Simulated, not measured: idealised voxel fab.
Process module in this document: voxel capacitor over wiring
Displayed cross-section: cut, width of 215 nm, square cells sized 5 nm.
Reading order for cross-sections: top band down to bottom band. Underlying form: a grid of square cells. Band size: one or more rows of cells.
Top height, bottom height, nm. Materials left to right, width each, nm. Single material + "everywhere" = fills band edge to edge. "empty" = empty.
Convention: height 0 is the level below which the wafer, as received, is all one material. The lowest band does not terminate at the bottom but continues downward, represented as "0 -> down".
Think of "30 to 40" as a width that walks from the first number to the second as you go down the band, top row to bottom row, taking equal-sized steps from row to row.
The designation "left unchanged", where it is given for a processing step, indicates that no cell of the cross-section was altered in the course of that step.
So "Unvented cavities" is basically the list of trapped voids: any empty space of 8 cells or more that can't reach the top through an opening. They're written width x height at distance, the distance being from the left edge, and it's all nm.
Heads up: the bit after the settings on a step's line is the simulator's remark on that step.
overlay nm: for a step with a mask, the amount by which the mask lay right of where it was planned; a negative amount means left of it.

Planned step list for the process
1,RECEIVE: material Si
2,CONFORMAL_DEP: material SiO2, thk nm 15
3,CONFORMAL_DEP: material SiN, thk nm 5
4,DIRECTIONAL_DEP: material lowk, thk nm 20
5,MASKED_ETCH: tone open, mask id METAL_1, width nm 25, pitch nm 95, etch materials lowk, depth nm 20, overlay nm 0
6,MASKED_ETCH: tone open, mask id METAL_1, width nm 25, pitch nm 95, etch materials SiN, depth nm 5, overlay nm 0
7,CONFORMAL_DEP: material TiN, thk nm 5
8,FILL_DEP: material W, thk nm 5
9,CMP: height nm 40
10,EPI: material Ru, thk nm 5
11,FILL_DEP: material SiCN, thk nm 5
12,DIRECTIONAL_DEP: material SiO2, thk nm 10
13,PATTERN: tone open, mask id PLUG_1, material resist, width nm 15, thk nm 15, overlay nm 0
14,DIRECTIONAL_ETCH: etch materials SiO2, depth nm 10
15,DIRECTIONAL_ETCH: etch materials SiCN, depth nm 5
16,STRIP: etch materials resist
17,CONFORMAL_DEP: material TiN, thk nm 5
18,FILL_DEP: material Ru, thk nm 5
19,CMP: height nm 60
20,DIRECTIONAL_DEP: material TiN, thk nm 10
21,DIRECTIONAL_DEP: material HfO2, thk nm 5
22,DIRECTIONAL_DEP: material TiN, thk nm 10
23,DIRECTIONAL_DEP: material aC, thk nm 10
24,PATTERN: tone cover, mask id UPPER_PLATE, material resist, width nm 75, thk nm 25, overlay nm 0
25,DIRECTIONAL_ETCH: etch materials aC, depth nm 10
26,STRIP: etch materials resist
27,DIRECTIONAL_ETCH: etch materials TiN, depth nm 10
28,DIRECTIONAL_ETCH: etch materials HfO2, depth nm 5
29,STRIP: etch materials aC
30,MASKED_ETCH: tone cover, mask id LOWER_PLATE, width nm 85, etch materials TiN, depth nm 10, overlay nm 0
31,FILL_DEP: material SiO2, thk nm 20
32,CMP: height nm 100
33,PATTERN: tone open, mask id PLUG_2, material resist, width nm 15, thk nm 20, overlay nm 0
34,DIRECTIONAL_ETCH: etch materials SiO2, depth nm 15
35,STRIP: etch materials resist
36,CONFORMAL_DEP: material TiN, thk nm 5
37,FILL_DEP: material Ru, thk nm 5
38,CMP: height nm 100
39,CONFORMAL_DEP: material SiN, thk nm 5

Cross-section of the wafer at receipt, which is the condition after step 1
    0 -> down = Si everywhere
    Unvented cavities: none

End-of-module XS, first of two wafers, run as planned
    105 -> 100 = SiN everywhere
    100 -> 90 = SiO2 65 / TiN 5 / Ru 5 / TiN 5 / SiO2 135
    90 -> 85 = SiO2 65 / TiN 15 / SiO2 135
    85 -> 75 = SiO2 55 / TiN 75 / SiO2 85
    75 -> 70 = SiO2 55 / HfO2 75 / SiO2 85
    70 -> 60 = SiO2 50 / TiN 85 / SiO2 80
    60 -> 50 = SiO2 55 / TiN 5 / Ru 5 / TiN 5 / SiO2 145
    50 -> 45 = SiCN 55 / TiN 15 / SiCN 145
    45 -> 40 = SiCN 40 / Ru 35 / SiCN 60 / Ru 35 / SiCN 45
    40 -> 20 = lowk 45 / TiN 5 / W 15 / TiN 5 / lowk 70 / TiN 5 / W 15 / TiN 5 / lowk 50
    20 -> 15 = SiN 45 / TiN 25 / SiN 70 / TiN 25 / SiN 50
    15 -> 0 = SiO2 everywhere
    0 -> down = Si everywhere
    Unvented cavities: none

The second wafer, shown in cross-section after the module: started the same way as the first and given the same plan, yet one mistake crept into how it was run
    105 -> 100 = SiN everywhere
    100 -> 90 = SiO2 65 / TiN 5 / Ru 5 / TiN 5 / SiO2 135
    90 -> 85 = SiO2 65 / TiN 15 / SiO2 135
    85 -> 75 = SiO2 55 / TiN 75 / SiO2 85
    75 -> 70 = SiO2 55 / HfO2 75 / SiO2 85
    70 -> 60 = SiO2 50 / TiN 85 / SiO2 80
    60 -> 55 = SiCN 55 / TiN 15 / SiCN 145
    55 -> 50 = SiCN 40 / SiO2 35 / SiCN 60 / SiO2 35 / SiCN 45
    50 -> 45 = SiO2 everywhere
    45 -> 40 = SiO2 40 / Ru 35 / SiO2 60 / Ru 35 / SiO2 45
    40 -> 20 = lowk 45 / TiN 5 / W 15 / TiN 5 / lowk 70 / TiN 5 / W 15 / TiN 5 / lowk 50
    20 -> 15 = SiN 45 / TiN 25 / SiN 70 / TiN 25 / SiN 50
    15 -> 0 = SiO2 everywhere
    0 -> down = Si everywhere
    Unvented cavities: none
Heads up, the wafer didn't run the way we planned it: the intended sequence of steps 11 and 12 was reversed during processing, with each occupying the position of the other
Final wafer comparison in cells, second versus first, more or fewer per material: -2 Ru, +6 SiO2, -4 TiN
